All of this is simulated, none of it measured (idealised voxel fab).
Herein follows the process module entitled voxel gate over fins.
FYI the section here is cut, 210 nm wide, cells are 5 nm squares.
In this document a cross-section is written as a grid of square cells. It is given as a series of bands, listed from the top down, and a band is one or more rows of cells. First you get the band's top height and its bottom height, in nm, and then the materials it's made of, left to right, with each width in nm. If you see a single material with "all across", that one covers the band edge to edge. "empty" is empty space. Where do heights start? At 0: under that level the wafer as delivered is made of one material only. And the lowest band has no floor; it just carries on downward, as in "0 down". Read "30->40" as a graded width: first number on top, second number at the bottom, same change between each pair of neighbouring rows. Reading "all unchanged" for a step: not a cell of the cross-section changed in it. Voids not open to the top, 8 cells minimum: see "Closed internal cavities". Written width x height at distance; distance is from the left edge; nm. Read whatever lies past the settings on a step's line as the simulator's own remark about the step. overlay nm, on a step with a mask: how far to the right of its planned place the mask lay; to the left if negative.
## Process steps (planned)
1,op RECEIVE | material Si
2,op CONFORMAL_DEP | material SiN | thk nm 5
3,op DIRECTIONAL_DEP | material aC | thk nm 10
4,op PATTERN | tone cover | mask id FINS | material resist | width nm 15 | pitch nm 60 | thk nm 25 | overlay nm 0
5,op DIRECTIONAL_ETCH | etch materials aC | depth nm 10
6,op STRIP | etch materials resist
7,op DIRECTIONAL_ETCH | etch materials SiN | depth nm 5
8,op DIRECTIONAL_ETCH | etch materials Si | depth nm 35
9,op STRIP | etch materials aC
10,op FILL_DEP | material SiO2 | thk nm 5
11,op CMP | height nm 5
12,op DIRECTIONAL_DEP | material aC | thk nm 10
13,op PATTERN | tone open | mask id RAIL | material resist | width nm 15 | thk nm 25 | overlay nm 0
14,op DIRECTIONAL_ETCH | etch materials aC | depth nm 10
15,op STRIP | etch materials resist
16,op DIRECTIONAL_ETCH | etch materials SiO2 | depth nm 35
17,op STRIP | etch materials aC
18,op CONFORMAL_DEP | material TiN | thk nm 5
19,op FILL_DEP | material Ru | thk nm 5
20,op CMP | height nm 5
21,op SELECTIVE_ETCH | etch materials W Ru TiN | depth nm 20
22,op FILL_DEP | material SiO2 | thk nm 5
23,op CMP | height nm 5
24,op SELECTIVE_ETCH | etch materials SiO2 | depth nm 15
25,op STRIP | etch materials SiN
26,op CONFORMAL_DEP | material HfO2 | thk nm 5
27,op CONFORMAL_DEP | material TiN | thk nm 5
28,op FILL_DEP | material W | thk nm 10
29,op CMP | height nm 15
30,op CONFORMAL_DEP | material SiN | thk nm 10
## First of two wafers, processed according to plan
## Cross-section: wafer on arrival = after step 1
0 down = Si all across
Closed internal cavities: none
## Upon completion of step 2, the wafer appears in cross-section as shown
5 to 0 = SiN all across
Anything lower than 0 is untouched.
## Upon completion of step 3, the wafer appears in cross-section as shown
15 to 5 = aC all across
Anything lower than 5 is untouched.
## Upon completion of step 4, the wafer appears in cross-section as shown
40 to 15 = 65 of empty, then 15 of resist, then 45 of empty, then 15 of resist, then 70 of empty
Anything lower than 15 is untouched.
## Upon completion of step 5, the wafer appears in cross-section as shown
30 to 15 = 65 of empty, then 15 of resist, then 45 of empty, then 15 of resist, then 70 of empty
15 to 5 = 65 of empty, then 15 of aC, then 45 of empty, then 15 of aC, then 70 of empty
Anything lower than 5 is untouched.
## Upon completion of step 6, the wafer appears in cross-section as shown
15 to 5 = 65 of empty, then 15 of aC, then 45 of empty, then 15 of aC, then 70 of empty
Anything lower than 5 is untouched.
## Upon completion of step 7, the wafer appears in cross-section as shown
15 to 5 = 65 of empty, then 15 of aC, then 45 of empty, then 15 of aC, then 70 of empty
5 to 0 = 65 of empty, then 15 of SiN, then 45 of empty, then 15 of SiN, then 70 of empty
Anything lower than 0 is untouched.
## Upon completion of step 8, the wafer appears in cross-section as shown
15 to 5 = 65 of empty, then 15 of aC, then 45 of empty, then 15 of aC, then 70 of empty
5 to 0 = 65 of empty, then 15 of SiN, then 45 of empty, then 15 of SiN, then 70 of empty
0 to -35 = 65 of empty, then 15 of Si, then 45 of empty, then 15 of Si, then 70 of empty
Anything lower than -35 is untouched.
## Upon completion of step 9, the wafer appears in cross-section as shown
5 to 0 = 65 of empty, then 15 of SiN, then 45 of empty, then 15 of SiN, then 70 of empty
Anything lower than 0 is untouched.
## Upon completion of step 10, the wafer appears in cross-section as shown
10 to 5 = SiO2 all across
5 to 0 = 65 of SiO2, then 15 of SiN, then 45 of SiO2, then 15 of SiN, then 70 of SiO2
0 to -35 = 65 of SiO2, then 15 of Si, then 45 of SiO2, then 15 of Si, then 70 of SiO2
Anything lower than -35 is untouched.
## Upon completion of step 11, the wafer appears in cross-section as shown
5 to 0 = 65 of SiO2, then 15 of SiN, then 45 of SiO2, then 15 of SiN, then 70 of SiO2
Anything lower than 0 is untouched.
## Upon completion of step 12, the wafer appears in cross-section as shown
15 to 5 = aC all across
Anything lower than 5 is untouched.
## Upon completion of step 13, the wafer appears in cross-section as shown
40 to 15 = 95 of resist, then 15 of empty, then 100 of resist
Anything lower than 15 is untouched.
## Upon completion of step 14, the wafer appears in cross-section as shown
30 to 15 = 95 of resist, then 15 of empty, then 100 of resist
15 to 5 = 95 of aC, then 15 of empty, then 100 of aC
Anything lower than 5 is untouched.
## Upon completion of step 15, the wafer appears in cross-section as shown
15 to 5 = 95 of aC, then 15 of empty, then 100 of aC
Anything lower than 5 is untouched.
## Upon completion of step 16, the wafer appears in cross-section as shown
15 to 5 = 95 of aC, then 15 of empty, then 100 of aC
5 to 0 = 65 of SiO2, then 15 of SiN, then 15 of SiO2, then 15 of empty, then 15 of SiO2, then 15 of SiN, then 70 of SiO2
0 to -30 = 65 of SiO2, then 15 of Si, then 15 of SiO2, then 15 of empty, then 15 of SiO2, then 15 of Si, then 70 of SiO2
Anything lower than -30 is untouched.
## Upon completion of step 17, the wafer appears in cross-section as shown
5 to 0 = 65 of SiO2, then 15 of SiN, then 15 of SiO2, then 15 of empty, then 15 of SiO2, then 15 of SiN, then 70 of SiO2
Anything lower than 0 is untouched.
## Upon completion of step 18, the wafer appears in cross-section as shown
10 to 5 = 100 of TiN, then 5 of empty, then 105 of TiN
5 to 0 = 65 of SiO2, then 15 of SiN, then 15 of SiO2, then 5 of TiN, then 5 of empty, then 5 of TiN, then 15 of SiO2, then 15 of SiN, then 70 of SiO2
0 to -25 = 65 of SiO2, then 15 of Si, then 15 of SiO2, then 5 of TiN, then 5 of empty, then 5 of TiN, then 15 of SiO2, then 15 of Si, then 70 of SiO2
-25 to -30 = 65 of SiO2, then 15 of Si, then 15 of SiO2, then 15 of TiN, then 15 of SiO2, then 15 of Si, then 70 of SiO2
Anything lower than -30 is untouched.
## Upon completion of step 19, the wafer appears in cross-section as shown
15 to 10 = Ru all across
10 to 5 = 100 of TiN, then 5 of Ru, then 105 of TiN
5 to 0 = 65 of SiO2, then 15 of SiN, then 15 of SiO2, then 5 of TiN, then 5 of Ru, then 5 of TiN, then 15 of SiO2, then 15 of SiN, then 70 of SiO2
0 to -25 = 65 of SiO2, then 15 of Si, then 15 of SiO2, then 5 of TiN, then 5 of Ru, then 5 of TiN, then 15 of SiO2, then 15 of Si, then 70 of SiO2
Anything lower than -25 is untouched.
## Upon completion of step 20, the wafer appears in cross-section as shown
5 to 0 = 65 of SiO2, then 15 of SiN, then 15 of SiO2, then 5 of TiN, then 5 of Ru, then 5 of TiN, then 15 of SiO2, then 15 of SiN, then 70 of SiO2
Anything lower than 0 is untouched.
## Upon completion of step 21, the wafer appears in cross-section as shown
5 to 0 = 65 of SiO2, then 15 of SiN, then 15 of SiO2, then 15 of empty, then 15 of SiO2, then 15 of SiN, then 70 of SiO2
0 to -15 = 65 of SiO2, then 15 of Si, then 15 of SiO2, then 15 of empty, then 15 of SiO2, then 15 of Si, then 70 of SiO2
Anything lower than -15 is untouched.
## Upon completion of step 22, the wafer appears in cross-section as shown
10 to 5 = SiO2 all across
5 to 0 = 65 of SiO2, then 15 of SiN, then 45 of SiO2, then 15 of SiN, then 70 of SiO2
0 to -15 = 65 of SiO2, then 15 of Si, then 45 of SiO2, then 15 of Si, then 70 of SiO2
Anything lower than -15 is untouched.
## Upon completion of step 23, the wafer appears in cross-section as shown
5 to 0 = 65 of SiO2, then 15 of SiN, then 45 of SiO2, then 15 of SiN, then 70 of SiO2
Anything lower than 0 is untouched.
## Upon completion of step 24, the wafer appears in cross-section as shown
5 to 0 = 65 of empty, then 15 of SiN, then 45 of empty, then 15 of SiN, then 70 of empty
0 to -10 = 65 of empty, then 15 of Si, then 45 of empty, then 15 of Si, then 70 of empty
Anything lower than -10 is untouched.
## Upon completion of step 25, the wafer appears in cross-section as shown
0 to -10 = 65 of empty, then 15 of Si, then 45 of empty, then 15 of Si, then 70 of empty
Anything lower than -10 is untouched.
## Upon completion of step 26, the wafer appears in cross-section as shown
5 to 0 = 60 of empty, then 25 of HfO2, then 35 of empty, then 25 of HfO2, then 65 of empty
0 to -5 = 60 of empty, then 5 of HfO2, then 15 of Si, then 5 of HfO2, then 35 of empty, then 5 of HfO2, then 15 of Si, then 5 of HfO2, then 65 of empty
-5 to -10 = 65 of HfO2, then 15 of Si, then 45 of HfO2, then 15 of Si, then 70 of HfO2
Anything lower than -10 is untouched.
## Upon completion of step 27, the wafer appears in cross-section as shown
10 to 5 = 55 of empty, then 35 of TiN, then 25 of empty, then 35 of TiN, then 60 of empty
5 to 0 = 55 of empty, then 5 of TiN, then 25 of HfO2, then 5 of TiN, then 25 of empty, then 5 of TiN, then 25 of HfO2, then 5 of TiN, then 60 of empty
0 to -5 = 60 of TiN, then 5 of HfO2, then 15 of Si, then 5 of HfO2, then 35 of TiN, then 5 of HfO2, then 15 of Si, then 5 of HfO2, then 65 of TiN
Anything lower than -5 is untouched.
## Upon completion of step 28, the wafer appears in cross-section as shown
20 to 10 = W all across
10 to 5 = 55 of W, then 35 of TiN, then 25 of W, then 35 of TiN, then 60 of W
5 to 0 = 55 of W, then 5 of TiN, then 25 of HfO2, then 5 of TiN, then 25 of W, then 5 of TiN, then 25 of HfO2, then 5 of TiN, then 60 of W
Anything lower than 0 is untouched.
## Upon completion of step 29, the wafer appears in cross-section as shown
15 to 10 = W all across
Anything lower than 10 is untouched.
## Upon completion of step 30, the wafer appears in cross-section as shown
25 to 15 = SiN all across
Anything lower than 15 is untouched.
## Notes, second wafer: start = first wafer's, plan = first wafer's, execution had one mistake; history identical to first through step 23
## At the planned end of step 24, the second wafer in cross-section
5 to 0 = 65 of empty, then 15 of SiN, then 45 of empty, then 15 of SiN, then 70 of empty
Anything lower than 0 is untouched.
## At the planned end of step 25, the second wafer in cross-section
0 to -15 = 65 of SiO2, then 15 of Si, then 45 of SiO2, then 15 of Si, then 70 of SiO2
Anything lower than -15 is untouched.
## At the planned end of step 26, the second wafer in cross-section
5 to 0 = HfO2 all across
Anything lower than 0 is untouched.
## At the planned end of step 27, the second wafer in cross-section
10 to 5 = TiN all across
Anything lower than 5 is untouched.
## At the planned end of step 28, the second wafer in cross-section
20 to 10 = W all across
Anything lower than 10 is untouched.
## At the planned end of step 29, the second wafer in cross-section
15 to 10 = W all across
Anything lower than 10 is untouched.
## At the planned end of step 30, the second wafer in cross-section
25 to 15 = SiN all across
Anything lower than 15 is untouched.
Deviation from plan: for step 24, the planned setting was not used; the step was instead run as op SELECTIVE_ETCH | etch materials SiO2 | depth nm 5
Final cells, second wafer relative to first, materials higher or lower: HfO2 -8, SiO2 +72, TiN -8, W -56
